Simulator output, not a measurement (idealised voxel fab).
Process module in this document: voxel wiring stack
Cross-section cut spans 215 nm and uses square cells 5 nm in size.
When this document writes out a cross-section, it uses a grid of square cells and lists it as bands, beginning at the top and moving down, with a band standing for one or more rows of cells. Each band's line starts with the height of the band's top and of its bottom, in nm. Then come its materials from left to right, each with its width in nm. One material with "edge to edge" fills the band from edge to edge. "air" is empty space. Height reference: 0 = level under which incoming wafer is all one material. Lowest band: no bottom, runs on downward, e.g. "0..down". So if you see something like "30->40" for the width, read it as the top row of the band sitting at the first number and the bottom row at the second, with every row in between moving by the same amount as the last. Given "no modifications" for a step, no cell of the cross-section differs between before and after that step. You'll see "Voids, enclosed" listing empty spaces that have no way open to the top, as long as they're 8 cells or more; the notation is width x height at distance, where the distance is from the left edge, and all of it is in nm. Note: text after step settings on the step line = simulator remark on that step. overlay nm: for a step with a mask, the amount by which the mask lay right of where it was planned; a negative amount means left of it. Read the rest as pairs. Take the cross-section before one process step, then the cross-section after it, which shows only down to the lowest band that changed. Under the pair, find the step between them and its settings. Bear in mind that pairs may come from different runs of this module on the same starting wafer: link a pair to the pair above it only where its entry headed "Incoming profile" says to.
Incoming profile:
80..65 = SiO2 35  air 25  SiO2 15  air 25  SiO2 15  air 25  SiO2 15  air 25  SiO2 35
65..50 = SiO2 edge to edge
50..45 = SiCN edge to edge
45..20 = lowk 35  W 25  lowk 15  W 25  lowk 15  W 25  lowk 15  W 25  lowk 35
20..5 = SiO2 edge to edge
5..0 = TiN edge to edge
0..down = Si edge to edge
Voids, enclosed: none
Resulting Cross-Section:
80..65 = SiO2 35  air 25  SiO2 15  air 25  SiO2 15  air 25  SiO2 15  air 25  SiO2 35
65..50 = SiO2 35  air 15  SiO2 25  air 15  SiO2 25  air 15  SiO2 25  air 15  SiO2 45
For the remainder of the cross-section, below 50, there is no change.
Voids, enclosed: none
Step between the pre-process and post-process cross-sections given above: MASKED_ETCH, tone open, mask id METAL_2_HOLES, width nm 15, pitch nm 40, etch materials SiO2, depth nm 15, overlay nm 0
Incoming profile: The initial state for this step is given by the after cross-section of the immediately preceding pair.
Resulting Cross-Section:
80..65 = SiO2 35  air 25  SiO2 15  air 25  SiO2 15  air 25  SiO2 15  air 25  SiO2 35
65..50 = SiO2 35  air 15  SiO2 25  air 15  SiO2 25  air 15  SiO2 25  air 15  SiO2 45
50..45 = SiCN 35  air 15  SiCN 25  air 15  SiCN 25  air 15  SiCN 25  air 15  SiCN 45
For the remainder of the cross-section, below 45, there is no change.
Voids, enclosed: none
Step between the pre-process and post-process cross-sections given above: MASKED_ETCH, tone open, mask id METAL_2_HOLES, width nm 15, pitch nm 40, etch materials SiCN, depth nm 5, overlay nm 0
Incoming profile: The initial state for this step is given by the after cross-section of the immediately preceding pair.
Resulting Cross-Section:
85..80 = TiN 40  air 15  TiN 25  air 15  TiN 25  air 15  TiN 25  air 15  TiN 40
80..70 = SiO2 35  TiN 5  air 15  TiN 5  SiO2 15  TiN 5  air 15  TiN 5  SiO2 15  TiN 5  air 15  TiN 5  SiO2 15  TiN 5  air 15  TiN 5  SiO2 35
70..65 = SiO2 35  TiN 5  air 5  TiN 15  SiO2 15  TiN 5  air 5  TiN 15  SiO2 15  TiN 5  air 5  TiN 15  SiO2 15  TiN 5  air 5  TiN 15  SiO2 35
65..50 = SiO2 35  TiN 5  air 5  TiN 5  SiO2 25  TiN 5  air 5  TiN 5  SiO2 25  TiN 5  air 5  TiN 5  SiO2 25  TiN 5  air 5  TiN 5  SiO2 45
50..45 = SiCN 35  TiN 15  SiCN 25  TiN 15  SiCN 25  TiN 15  SiCN 25  TiN 15  SiCN 45
For the remainder of the cross-section, below 45, there is no change.
Voids, enclosed: none
Step between the pre-process and post-process cross-sections given above: CONFORMAL_DEP, material TiN, thk nm 5
Incoming profile: The initial state for this step is given by the after cross-section of the immediately preceding pair.
Resulting Cross-Section:
95..85 = Cu edge to edge
85..80 = TiN 40  Cu 15  TiN 25  Cu 15  TiN 25  Cu 15  TiN 25  Cu 15  TiN 40
80..70 = SiO2 35  TiN 5  Cu 15  TiN 5  SiO2 15  TiN 5  Cu 15  TiN 5  SiO2 15  TiN 5  Cu 15  TiN 5  SiO2 15  TiN 5  Cu 15  TiN 5  SiO2 35
70..65 = SiO2 35  TiN 5  Cu 5  TiN 15  SiO2 15  TiN 5  Cu 5  TiN 15  SiO2 15  TiN 5  Cu 5  TiN 15  SiO2 15  TiN 5  Cu 5  TiN 15  SiO2 35
65..50 = SiO2 35  TiN 5  Cu 5  TiN 5  SiO2 25  TiN 5  Cu 5  TiN 5  SiO2 25  TiN 5  Cu 5  TiN 5  SiO2 25  TiN 5  Cu 5  TiN 5  SiO2 45
For the remainder of the cross-section, below 50, there is no change.
Voids, enclosed: none
Step between the pre-process and post-process cross-sections given above: FILL_DEP, material Cu, thk nm 10
Incoming profile: The initial state for this step is given by the after cross-section of the immediately preceding pair.
Resulting Cross-Section:
80..70 = SiO2 35  TiN 5  Cu 15  TiN 5  SiO2 15  TiN 5  Cu 15  TiN 5  SiO2 15  TiN 5  Cu 15  TiN 5  SiO2 15  TiN 5  Cu 15  TiN 5  SiO2 35
For the remainder of the cross-section, below 70, there is no change.
Voids, enclosed: none
Step between the pre-process and post-process cross-sections given above: CMP, height nm 80
Incoming profile: The initial state for this step is given by the after cross-section of the immediately preceding pair.
Resulting Cross-Section:
85..80 = SiN edge to edge
For the remainder of the cross-section, below 80, there is no change.
Voids, enclosed: none
Step between the pre-process and post-process cross-sections given above: CONFORMAL_DEP, material SiN, thk nm 5
Incoming profile:
95..85 = Cu edge to edge
85..80 = TiN 40  Cu 15  TiN 25  Cu 15  TiN 25  Cu 15  TiN 25  Cu 15  TiN 40
80..70 = SiO2 35  TiN 5  Cu 15  TiN 5  SiO2 15  TiN 5  Cu 15  TiN 5  SiO2 15  TiN 5  Cu 15  TiN 5  SiO2 15  TiN 5  Cu 15  TiN 5  SiO2 35
70..65 = SiO2 35  TiN 5  Cu 5  TiN 15  SiO2 15  TiN 5  Cu 5  TiN 15  SiO2 15  TiN 5  Cu 5  TiN 15  SiO2 15  TiN 5  Cu 5  TiN 15  SiO2 35
65..50 = SiO2 35  TiN 5  Cu 5  TiN 5  SiO2 25  TiN 5  Cu 5  TiN 5  SiO2 25  TiN 5  Cu 5  TiN 5  SiO2 25  TiN 5  Cu 5  TiN 5  SiO2 45
50..45 = SiCN 35  TiN 15  SiCN 25  TiN 15  SiCN 25  TiN 15  SiCN 25  TiN 15  SiCN 45
45..20 = lowk 35  W 25  lowk 15  W 25  lowk 15  W 25  lowk 15  W 25  lowk 35
20..15 = lowk 35  TiN 25  lowk 15  TiN 25  lowk 15  TiN 25  lowk 15  TiN 25  lowk 35
15..0 = SiO2 edge to edge
0..down = Si edge to edge
Voids, enclosed: none
Resulting Cross-Section:
70..65 = SiO2 35  TiN 5  Cu 5  TiN 15  SiO2 15  TiN 5  Cu 5  TiN 15  SiO2 15  TiN 5  Cu 5  TiN 15  SiO2 15  TiN 5  Cu 5  TiN 15  SiO2 35
For the remainder of the cross-section, below 65, there is no change.
Voids, enclosed: none
Step between the pre-process and post-process cross-sections given above: CMP, height nm 70
Incoming profile: The initial state for this step is given by the after cross-section of the immediately preceding pair.
Resulting Cross-Section:
75..70 = SiN edge to edge
For the remainder of the cross-section, below 70, there is no change.
Voids, enclosed: none
Step between the pre-process and post-process cross-sections given above: CONFORMAL_DEP, material SiN, thk nm 5
Incoming profile:
80..65 = SiO2 35  air 25  SiO2 15  air 25  SiO2 15  air 25  SiO2 15  air 25  SiO2 35
65..50 = SiO2 edge to edge
50..45 = SiCN edge to edge
45..20 = lowk 35  W 25  lowk 15  W 25  lowk 15  W 25  lowk 15  W 25  lowk 35
20..15 = lowk 35  TiN 25  lowk 15  TiN 25  lowk 15  TiN 25  lowk 15  TiN 25  lowk 35
15..0 = SiO2 edge to edge
0..down = Si edge to edge
Voids, enclosed: none
Resulting Cross-Section:
80..65 = SiO2 35  air 25  SiO2 15  air 25  SiO2 15  air 25  SiO2 15  air 25  SiO2 35
65..50 = SiO2 35  air 20  SiO2 20  air 20  SiO2 20  air 20  SiO2 20  air 20  SiO2 40
For the remainder of the cross-section, below 50, there is no change.
Voids, enclosed: none
Step between the pre-process and post-process cross-sections given above: MASKED_ETCH, tone open, mask id METAL_2_HOLES, width nm 20, pitch nm 40, etch materials SiO2, depth nm 15, overlay nm 0
Incoming profile: The initial state for this step is given by the after cross-section of the immediately preceding pair.
Resulting Cross-Section:
80..65 = SiO2 35  air 25  SiO2 15  air 25  SiO2 15  air 25  SiO2 15  air 25  SiO2 35
65..50 = SiO2 35  air 20  SiO2 20  air 20  SiO2 20  air 20  SiO2 20  air 20  SiO2 40
50..45 = SiCN 35  air 15  SiCN 25  air 15  SiCN 25  air 15  SiCN 25  air 15  SiCN 45
For the remainder of the cross-section, below 45, there is no change.
Voids, enclosed: none
Step between the pre-process and post-process cross-sections given above: MASKED_ETCH, tone open, mask id METAL_2_HOLES, width nm 15, pitch nm 40, etch materials SiCN, depth nm 5, overlay nm 0
Incoming profile: The initial state for this step is given by the after cross-section of the immediately preceding pair.
Resulting Cross-Section:
85..80 = TiN 40  air 15  TiN 25  air 15  TiN 25  air 15  TiN 25  air 15  TiN 40
80..70 = SiO2 35  TiN 5  air 15  TiN 5  SiO2 15  TiN 5  air 15  TiN 5  SiO2 15  TiN 5  air 15  TiN 5  SiO2 15  TiN 5  air 15  TiN 5  SiO2 35
70..65 = SiO2 35  TiN 5  air 10  TiN 10  SiO2 15  TiN 5  air 10  TiN 10  SiO2 15  TiN 5  air 10  TiN 10  SiO2 15  TiN 5  air 10  TiN 10  SiO2 35
65..55 = SiO2 35  TiN 5  air 10  TiN 5  SiO2 20  TiN 5  air 10  TiN 5  SiO2 20  TiN 5  air 10  TiN 5  SiO2 20  TiN 5  air 10  TiN 5  SiO2 40
55..50 = SiO2 35  TiN 5  air 5  TiN 10  SiO2 20  TiN 5  air 5  TiN 10  SiO2 20  TiN 5  air 5  TiN 10  SiO2 20  TiN 5  air 5  TiN 10  SiO2 40
50..45 = SiCN 35  TiN 15  SiCN 25  TiN 15  SiCN 25  TiN 15  SiCN 25  TiN 15  SiCN 45
For the remainder of the cross-section, below 45, there is no change.
Voids, enclosed: none
Step between the pre-process and post-process cross-sections given above: CONFORMAL_DEP, material TiN, thk nm 5
Incoming profile: The initial state for this step is given by the after cross-section of the immediately preceding pair.
Resulting Cross-Section:
95..85 = Cu edge to edge
85..80 = TiN 40  Cu 15  TiN 25  Cu 15  TiN 25  Cu 15  TiN 25  Cu 15  TiN 40
80..70 = SiO2 35  TiN 5  Cu 15  TiN 5  SiO2 15  TiN 5  Cu 15  TiN 5  SiO2 15  TiN 5  Cu 15  TiN 5  SiO2 15  TiN 5  Cu 15  TiN 5  SiO2 35
70..65 = SiO2 35  TiN 5  Cu 10  TiN 10  SiO2 15  TiN 5  Cu 10  TiN 10  SiO2 15  TiN 5  Cu 10  TiN 10  SiO2 15  TiN 5  Cu 10  TiN 10  SiO2 35
65..55 = SiO2 35  TiN 5  Cu 10  TiN 5  SiO2 20  TiN 5  Cu 10  TiN 5  SiO2 20  TiN 5  Cu 10  TiN 5  SiO2 20  TiN 5  Cu 10  TiN 5  SiO2 40
55..50 = SiO2 35  TiN 5  Cu 5  TiN 10  SiO2 20  TiN 5  Cu 5  TiN 10  SiO2 20  TiN 5  Cu 5  TiN 10  SiO2 20  TiN 5  Cu 5  TiN 10  SiO2 40
For the remainder of the cross-section, below 50, there is no change.
Voids, enclosed: none
Step between the pre-process and post-process cross-sections given above: FILL_DEP, material Cu, thk nm 10
Incoming profile: The initial state for this step is given by the after cross-section of the immediately preceding pair.
Resulting Cross-Section:
80..70 = SiO2 35  TiN 5  Cu 15  TiN 5  SiO2 15  TiN 5  Cu 15  TiN 5  SiO2 15  TiN 5  Cu 15  TiN 5  SiO2 15  TiN 5  Cu 15  TiN 5  SiO2 35
For the remainder of the cross-section, below 70, there is no change.
Voids, enclosed: none
Step between the pre-process and post-process cross-sections given above: CMP, height nm 80
Incoming profile: The initial state for this step is given by the after cross-section of the immediately preceding pair.
Resulting Cross-Section:
85..80 = SiN edge to edge
For the remainder of the cross-section, below 80, there is no change.
Voids, enclosed: none
Step between the pre-process and post-process cross-sections given above: CONFORMAL_DEP, material SiN, thk nm 5
Incoming profile:
45..20 = W edge to edge
20..15 = TiN edge to edge
15..0 = SiO2 edge to edge
0..down = Si edge to edge
Voids, enclosed: none
Resulting Cross-Section:
60..45 = air 40  resist 25  air 15  resist 25  air 15  resist 25  air 15  resist 25  air 30
For the remainder of the cross-section, below 45, there is no change.
Voids, enclosed: none
Step between the pre-process and post-process cross-sections given above: PATTERN, tone cover, mask id METAL_1, material resist, width nm 25, pitch nm 40, thk nm 15, overlay nm 5
Incoming profile: The initial state for this step is given by the after cross-section of the immediately preceding pair.
Resulting Cross-Section:
60..45 = air 40  resist 25  air 15  resist 25  air 15  resist 25  air 15  resist 25  air 30
45..20 = air 40  W 25  air 15  W 25  air 15  W 25  air 15  W 25  air 30
For the remainder of the cross-section, below 20, there is no change.
Voids, enclosed: none
Step between the pre-process and post-process cross-sections given above: DIRECTIONAL_ETCH, etch materials W, depth nm 25
Incoming profile: The initial state for this step is given by the after cross-section of the immediately preceding pair.
Resulting Cross-Section:
60..45 = air 40  resist 25  air 15  resist 25  air 15  resist 25  air 15  resist 25  air 30
45..20 = air 40  W 25  air 15  W 25  air 15  W 25  air 15  W 25  air 30
20..15 = air 40  TiN 25  air 15  TiN 25  air 15  TiN 25  air 15  TiN 25  air 30
For the remainder of the cross-section, below 15, there is no change.
Voids, enclosed: none
Step between the pre-process and post-process cross-sections given above: DIRECTIONAL_ETCH, etch materials TiN, depth nm 5
Incoming profile: The initial state for this step is given by the after cross-section of the immediately preceding pair.
Resulting Cross-Section:
45..20 = air 40  W 25  air 15  W 25  air 15  W 25  air 15  W 25  air 30
For the remainder of the cross-section, below 20, there is no change.
Voids, enclosed: none
Step between the pre-process and post-process cross-sections given above: STRIP, etch materials resist
Incoming profile: The initial state for this step is given by the after cross-section of the immediately preceding pair.
Resulting Cross-Section:
55..45 = lowk edge to edge
45..20 = lowk 40  W 25  lowk 15  W 25  lowk 15  W 25  lowk 15  W 25  lowk 30
20..15 = lowk 40  TiN 25  lowk 15  TiN 25  lowk 15  TiN 25  lowk 15  TiN 25  lowk 30
For the remainder of the cross-section, below 15, there is no change.
Voids, enclosed: none
Step between the pre-process and post-process cross-sections given above: FILL_DEP, material lowk, thk nm 10
Incoming profile: The initial state for this step is given by the after cross-section of the immediately preceding pair.
Resulting Cross-Section:
45..20 = lowk 40  W 25  lowk 15  W 25  lowk 15  W 25  lowk 15  W 25  lowk 30
For the remainder of the cross-section, below 20, there is no change.
Voids, enclosed: none
Step between the pre-process and post-process cross-sections given above: CMP, height nm 45
Incoming profile: The initial state for this step is given by the after cross-section of the immediately preceding pair.
Resulting Cross-Section:
50..45 = SiCN edge to edge
For the remainder of the cross-section, below 45, there is no change.
Voids, enclosed: none
Step between the pre-process and post-process cross-sections given above: CONFORMAL_DEP, material SiCN, thk nm 5
Incoming profile: The initial state for this step is given by the after cross-section of the immediately preceding pair.
Resulting Cross-Section:
80..50 = SiO2 edge to edge
For the remainder of the cross-section, below 50, there is no change.
Voids, enclosed: none
Step between the pre-process and post-process cross-sections given above: DIRECTIONAL_DEP, material SiO2, thk nm 30
Incoming profile: The initial state for this step is given by the after cross-section of the immediately preceding pair.
Resulting Cross-Section:
90..80 = aC edge to edge
For the remainder of the cross-section, below 80, there is no change.
Voids, enclosed: none
Step between the pre-process and post-process cross-sections given above: DIRECTIONAL_DEP, material aC, thk nm 10
Incoming profile: The initial state for this step is given by the after cross-section of the immediately preceding pair.
Resulting Cross-Section:
115..90 = resist 35  air 25  resist 15  air 25  resist 15  air 25  resist 15  air 25  resist 35
For the remainder of the cross-section, below 90, there is no change.
Voids, enclosed: none
Step between the pre-process and post-process cross-sections given above: PATTERN, tone open, mask id METAL_2, material resist, width nm 25, pitch nm 40, thk nm 25, overlay nm 0
Incoming profile: The initial state for this step is given by the after cross-section of the immediately preceding pair.
Resulting Cross-Section:
105..90 = resist 35  air 25  resist 15  air 25  resist 15  air 25  resist 15  air 25  resist 35
90..80 = aC 35  air 25  aC 15  air 25  aC 15  air 25  aC 15  air 25  aC 35
For the remainder of the cross-section, below 80, there is no change.
Voids, enclosed: none
Step between the pre-process and post-process cross-sections given above: DIRECTIONAL_ETCH, etch materials aC, depth nm 10
Incoming profile: The initial state for this step is given by the after cross-section of the immediately preceding pair.
Resulting Cross-Section:
90..80 = aC 35  air 25  aC 15  air 25  aC 15  air 25  aC 15  air 25  aC 35
For the remainder of the cross-section, below 80, there is no change.
Voids, enclosed: none
Step between the pre-process and post-process cross-sections given above: STRIP, etch materials resist
Incoming profile: The initial state for this step is given by the after cross-section of the immediately preceding pair.
Resulting Cross-Section:
90..80 = aC 35  air 25  aC 15  air 25  aC 15  air 25  aC 15  air 25  aC 35
80..65 = SiO2 35  air 25  SiO2 15  air 25  SiO2 15  air 25  SiO2 15  air 25  SiO2 35
For the remainder of the cross-section, below 65, there is no change.
Voids, enclosed: none
Step between the pre-process and post-process cross-sections given above: DIRECTIONAL_ETCH, etch materials SiO2, depth nm 15
Incoming profile: The initial state for this step is given by the after cross-section of the immediately preceding pair.
Resulting Cross-Section:
80..65 = SiO2 35  air 25  SiO2 15  air 25  SiO2 15  air 25  SiO2 15  air 25  SiO2 35
For the remainder of the cross-section, below 65, there is no change.
Voids, enclosed: none
Step between the pre-process and post-process cross-sections given above: STRIP, etch materials aC
Incoming profile: The initial state for this step is given by the after cross-section of the immediately preceding pair.
Resulting Cross-Section:
80..65 = SiO2 35  air 25  SiO2 15  air 25  SiO2 15  air 25  SiO2 15  air 25  SiO2 35
65..50 = SiO2 35  air 15  SiO2 25  air 15  SiO2 25  air 15  SiO2 25  air 15  SiO2 45
For the remainder of the cross-section, below 50, there is no change.
Voids, enclosed: none
Step between the pre-process and post-process cross-sections given above: MASKED_ETCH, tone open, mask id METAL_2_HOLES, width nm 15, pitch nm 40, etch materials SiO2, depth nm 15, overlay nm 0
Incoming profile: The initial state for this step is given by the after cross-section of the immediately preceding pair.
Resulting Cross-Section:
80..65 = SiO2 35  air 25  SiO2 15  air 25  SiO2 15  air 25  SiO2 15  air 25  SiO2 35
65..50 = SiO2 35  air 15  SiO2 25  air 15  SiO2 25  air 15  SiO2 25  air 15  SiO2 45
50..45 = SiCN 35  air 15  SiCN 25  air 15  SiCN 25  air 15  SiCN 25  air 15  SiCN 45
For the remainder of the cross-section, below 45, there is no change.
Voids, enclosed: none
Step between the pre-process and post-process cross-sections given above: MASKED_ETCH, tone open, mask id METAL_2_HOLES, width nm 15, pitch nm 40, etch materials SiCN, depth nm 5, overlay nm 0
Incoming profile: The initial state for this step is given by the after cross-section of the immediately preceding pair.
Resulting Cross-Section:
85..80 = TiN 40  air 15  TiN 25  air 15  TiN 25  air 15  TiN 25  air 15  TiN 40
80..70 = SiO2 35  TiN 5  air 15  TiN 5  SiO2 15  TiN 5  air 15  TiN 5  SiO2 15  TiN 5  air 15  TiN 5  SiO2 15  TiN 5  air 15  TiN 5  SiO2 35
70..65 = SiO2 35  TiN 5  air 5  TiN 15  SiO2 15  TiN 5  air 5  TiN 15  SiO2 15  TiN 5  air 5  TiN 15  SiO2 15  TiN 5  air 5  TiN 15  SiO2 35
65..50 = SiO2 35  TiN 5  air 5  TiN 5  SiO2 25  TiN 5  air 5  TiN 5  SiO2 25  TiN 5  air 5  TiN 5  SiO2 25  TiN 5  air 5  TiN 5  SiO2 45
50..45 = SiCN 35  TiN 15  SiCN 25  TiN 15  SiCN 25  TiN 15  SiCN 25  TiN 15  SiCN 45
For the remainder of the cross-section, below 45, there is no change.
Voids, enclosed: none
Step between the pre-process and post-process cross-sections given above: CONFORMAL_DEP, material TiN, thk nm 5
Incoming profile: The initial state for this step is given by the after cross-section of the immediately preceding pair.
Resulting Cross-Section:
95..85 = Cu edge to edge
85..80 = TiN 40  Cu 15  TiN 25  Cu 15  TiN 25  Cu 15  TiN 25  Cu 15  TiN 40
80..70 = SiO2 35  TiN 5  Cu 15  TiN 5  SiO2 15  TiN 5  Cu 15  TiN 5  SiO2 15  TiN 5  Cu 15  TiN 5  SiO2 15  TiN 5  Cu 15  TiN 5  SiO2 35
70..65 = SiO2 35  TiN 5  Cu 5  TiN 15  SiO2 15  TiN 5  Cu 5  TiN 15  SiO2 15  TiN 5  Cu 5  TiN 15  SiO2 15  TiN 5  Cu 5  TiN 15  SiO2 35
65..50 = SiO2 35  TiN 5  Cu 5  TiN 5  SiO2 25  TiN 5  Cu 5  TiN 5  SiO2 25  TiN 5  Cu 5  TiN 5  SiO2 25  TiN 5  Cu 5  TiN 5  SiO2 45
For the remainder of the cross-section, below 50, there is no change.
Voids, enclosed: none
Step between the pre-process and post-process cross-sections given above: FILL_DEP, material Cu, thk nm 10
Incoming profile: The initial state for this step is given by the after cross-section of the immediately preceding pair.
Resulting Cross-Section:
80..70 = SiO2 35  TiN 5  Cu 15  TiN 5  SiO2 15  TiN 5  Cu 15  TiN 5  SiO2 15  TiN 5  Cu 15  TiN 5  SiO2 15  TiN 5  Cu 15  TiN 5  SiO2 35
For the remainder of the cross-section, below 70, there is no change.
Voids, enclosed: none
Step between the pre-process and post-process cross-sections given above: CMP, height nm 80
Incoming profile: The initial state for this step is given by the after cross-section of the immediately preceding pair.
Resulting Cross-Section:
85..80 = SiN edge to edge
For the remainder of the cross-section, below 80, there is no change.
Voids, enclosed: none
Step between the pre-process and post-process cross-sections given above: CONFORMAL_DEP, material SiN, thk nm 5
Incoming profile:
50..45 = SiCN edge to edge
45..20 = lowk 35  W 25  lowk 15  W 25  lowk 15  W 25  lowk 15  W 25  lowk 35
20..15 = lowk 35  TiN 25  lowk 15  TiN 25  lowk 15  TiN 25  lowk 15  TiN 25  lowk 35
15..0 = SiO2 edge to edge
0..down = Si edge to edge
Voids, enclosed: none
Resulting Cross-Section:
80..45 = SiCN edge to edge
For the remainder of the cross-section, below 45, there is no change.
Voids, enclosed: none
Step between the pre-process and post-process cross-sections given above: DIRECTIONAL_DEP, material SiCN, thk nm 30
Incoming profile: The initial state for this step is given by the after cross-section of the immediately preceding pair.
Resulting Cross-Section:
90..80 = aC edge to edge
For the remainder of the cross-section, below 80, there is no change.
Voids, enclosed: none
Step between the pre-process and post-process cross-sections given above: DIRECTIONAL_DEP, material aC, thk nm 10
Incoming profile: The initial state for this step is given by the after cross-section of the immediately preceding pair.
Resulting Cross-Section:
115..90 = resist 35  air 25  resist 15  air 25  resist 15  air 25  resist 15  air 25  resist 35
For the remainder of the cross-section, below 90, there is no change.
Voids, enclosed: none
Step between the pre-process and post-process cross-sections given above: PATTERN, tone open, mask id METAL_2, material resist, width nm 25, pitch nm 40, thk nm 25, overlay nm 0
Incoming profile: The initial state for this step is given by the after cross-section of the immediately preceding pair.
Resulting Cross-Section:
105..90 = resist 35  air 25  resist 15  air 25  resist 15  air 25  resist 15  air 25  resist 35
90..80 = aC 35  air 25  aC 15  air 25  aC 15  air 25  aC 15  air 25  aC 35
For the remainder of the cross-section, below 80, there is no change.
Voids, enclosed: none
Step between the pre-process and post-process cross-sections given above: DIRECTIONAL_ETCH, etch materials aC, depth nm 10
Incoming profile: The initial state for this step is given by the after cross-section of the immediately preceding pair.
Resulting Cross-Section:
90..80 = aC 35  air 25  aC 15  air 25  aC 15  air 25  aC 15  air 25  aC 35
For the remainder of the cross-section, below 80, there is no change.
Voids, enclosed: none
Step between the pre-process and post-process cross-sections given above: STRIP, etch materials resist
Incoming profile: The initial state for this step is given by the after cross-section of the immediately preceding pair.
Resulting Cross-Section:
80..45 = SiCN edge to edge
For the remainder of the cross-section, below 45, there is no change.
Voids, enclosed: none
Step between the pre-process and post-process cross-sections given above: STRIP, etch materials aC
Incoming profile: The initial state for this step is given by the after cross-section of the immediately preceding pair.
Resulting Cross-Section:
80..75 = SiCN 35  air 15  SiCN 25  air 15  SiCN 25  air 15  SiCN 25  air 15  SiCN 45
For the remainder of the cross-section, below 75, there is no change.
Voids, enclosed: none
Step between the pre-process and post-process cross-sections given above: MASKED_ETCH, tone open, mask id METAL_2_HOLES, width nm 15, pitch nm 40, etch materials SiCN, depth nm 5, overlay nm 0
Incoming profile: The initial state for this step is given by the after cross-section of the immediately preceding pair.
Resulting Cross-Section:
85..80 = TiN 40  air 5  TiN 35  air 5  TiN 35  air 5  TiN 35  air 5  TiN 50
80..75 = SiCN 35  TiN 15  SiCN 25  TiN 15  SiCN 25  TiN 15  SiCN 25  TiN 15  SiCN 45
For the remainder of the cross-section, below 75, there is no change.
Voids, enclosed: none
Step between the pre-process and post-process cross-sections given above: CONFORMAL_DEP, material TiN, thk nm 5
Incoming profile: The initial state for this step is given by the after cross-section of the immediately preceding pair.
Resulting Cross-Section:
95..85 = Cu edge to edge
85..80 = TiN 40  Cu 5  TiN 35  Cu 5  TiN 35  Cu 5  TiN 35  Cu 5  TiN 50
For the remainder of the cross-section, below 80, there is no change.
Voids, enclosed: none
Step between the pre-process and post-process cross-sections given above: FILL_DEP, material Cu, thk nm 10
Incoming profile: The initial state for this step is given by the after cross-section of the immediately preceding pair.
Resulting Cross-Section:
80..75 = SiCN 35  TiN 15  SiCN 25  TiN 15  SiCN 25  TiN 15  SiCN 25  TiN 15  SiCN 45
For the remainder of the cross-section, below 75, there is no change.
Voids, enclosed: none
Step between the pre-process and post-process cross-sections given above: CMP, height nm 80
Incoming profile: The initial state for this step is given by the after cross-section of the immediately preceding pair.
Resulting Cross-Section:
85..80 = SiN edge to edge
For the remainder of the cross-section, below 80, there is no change.
Voids, enclosed: none
Step between the pre-process and post-process cross-sections given above: CONFORMAL_DEP, material SiN, thk nm 5
Incoming profile:
90..80 = aC edge to edge
80..50 = SiO2 edge to edge
50..45 = SiCN edge to edge
45..20 = lowk 35  W 25  lowk 15  W 25  lowk 15  W 25  lowk 15  W 25  lowk 35
20..15 = lowk 35  TiN 25  lowk 15  TiN 25  lowk 15  TiN 25  lowk 15  TiN 25  lowk 35
15..0 = SiO2 edge to edge
0..down = Si edge to edge
Voids, enclosed: none
Resulting Cross-Section:
115..90 = air 35  resist 25  air 15  resist 25  air 15  resist 25  air 15  resist 25  air 35
For the remainder of the cross-section, below 90, there is no change.
Voids, enclosed: none
Step between the pre-process and post-process cross-sections given above: PATTERN, tone cover, mask id METAL_2, material resist, width nm 25, pitch nm 40, thk nm 25, overlay nm 0
Incoming profile: The initial state for this step is given by the after cross-section of the immediately preceding pair.
Resulting Cross-Section:
105..90 = air 35  resist 25  air 15  resist 25  air 15  resist 25  air 15  resist 25  air 35
90..80 = air 35  aC 25  air 15  aC 25  air 15  aC 25  air 15  aC 25  air 35
For the remainder of the cross-section, below 80, there is no change.
Voids, enclosed: none
Step between the pre-process and post-process cross-sections given above: DIRECTIONAL_ETCH, etch materials aC, depth nm 10
Incoming profile: The initial state for this step is given by the after cross-section of the immediately preceding pair.
Resulting Cross-Section:
90..80 = air 35  aC 25  air 15  aC 25  air 15  aC 25  air 15  aC 25  air 35
For the remainder of the cross-section, below 80, there is no change.
Voids, enclosed: none
Step between the pre-process and post-process cross-sections given above: STRIP, etch materials resist
Incoming profile: The initial state for this step is given by the after cross-section of the immediately preceding pair.
Resulting Cross-Section:
90..80 = air 35  aC 25  air 15  aC 25  air 15  aC 25  air 15  aC 25  air 35
80..65 = air 35  SiO2 25  air 15  SiO2 25  air 15  SiO2 25  air 15  SiO2 25  air 35
For the remainder of the cross-section, below 65, there is no change.
Voids, enclosed: none
Step between the pre-process and post-process cross-sections given above: DIRECTIONAL_ETCH, etch materials SiO2, depth nm 15
Incoming profile: The initial state for this step is given by the after cross-section of the immediately preceding pair.
Resulting Cross-Section:
80..65 = air 35  SiO2 25  air 15  SiO2 25  air 15  SiO2 25  air 15  SiO2 25  air 35
For the remainder of the cross-section, below 65, there is no change.
Voids, enclosed: none
Step between the pre-process and post-process cross-sections given above: STRIP, etch materials aC
Incoming profile: The initial state for this step is given by the after cross-section of the immediately preceding pair.
Resulting Cross-Section:
80..65 = air 50  SiO2 10  air 30  SiO2 10  air 30  SiO2 10  air 30  SiO2 10  air 35
For the remainder of the cross-section, below 65, there is no change.
Voids, enclosed: none
Step between the pre-process and post-process cross-sections given above: MASKED_ETCH, tone open, mask id METAL_2_HOLES, width nm 15, pitch nm 40, etch materials SiO2, depth nm 15, overlay nm 0
Incoming profile: The initial state for this step is given by the after cross-section of the immediately preceding pair.
Resulting Cross-Section:
85..80 = air 45  TiN 20  air 20  TiN 20  air 20  TiN 20  air 20  TiN 20  air 30
80..70 = air 45  TiN 5  SiO2 10  TiN 5  air 20  TiN 5  SiO2 10  TiN 5  air 20  TiN 5  SiO2 10  TiN 5  air 20  TiN 5  SiO2 10  TiN 5  air 30
70..65 = TiN 50  SiO2 10  TiN 30  SiO2 10  TiN 30  SiO2 10  TiN 30  SiO2 10  TiN 35
For the remainder of the cross-section, below 65, there is no change.
Voids, enclosed: none
Step between the pre-process and post-process cross-sections given above: CONFORMAL_DEP, material TiN, thk nm 5
Incoming profile: The initial state for this step is given by the after cross-section of the immediately preceding pair.
Resulting Cross-Section:
95..85 = Cu edge to edge
85..80 = Cu 45  TiN 20  Cu 20  TiN 20  Cu 20  TiN 20  Cu 20  TiN 20  Cu 30
80..70 = Cu 45  TiN 5  SiO2 10  TiN 5  Cu 20  TiN 5  SiO2 10  TiN 5  Cu 20  TiN 5  SiO2 10  TiN 5  Cu 20  TiN 5  SiO2 10  TiN 5  Cu 30
For the remainder of the cross-section, below 70, there is no change.
Voids, enclosed: none
Step between the pre-process and post-process cross-sections given above: FILL_DEP, material Cu, thk nm 10
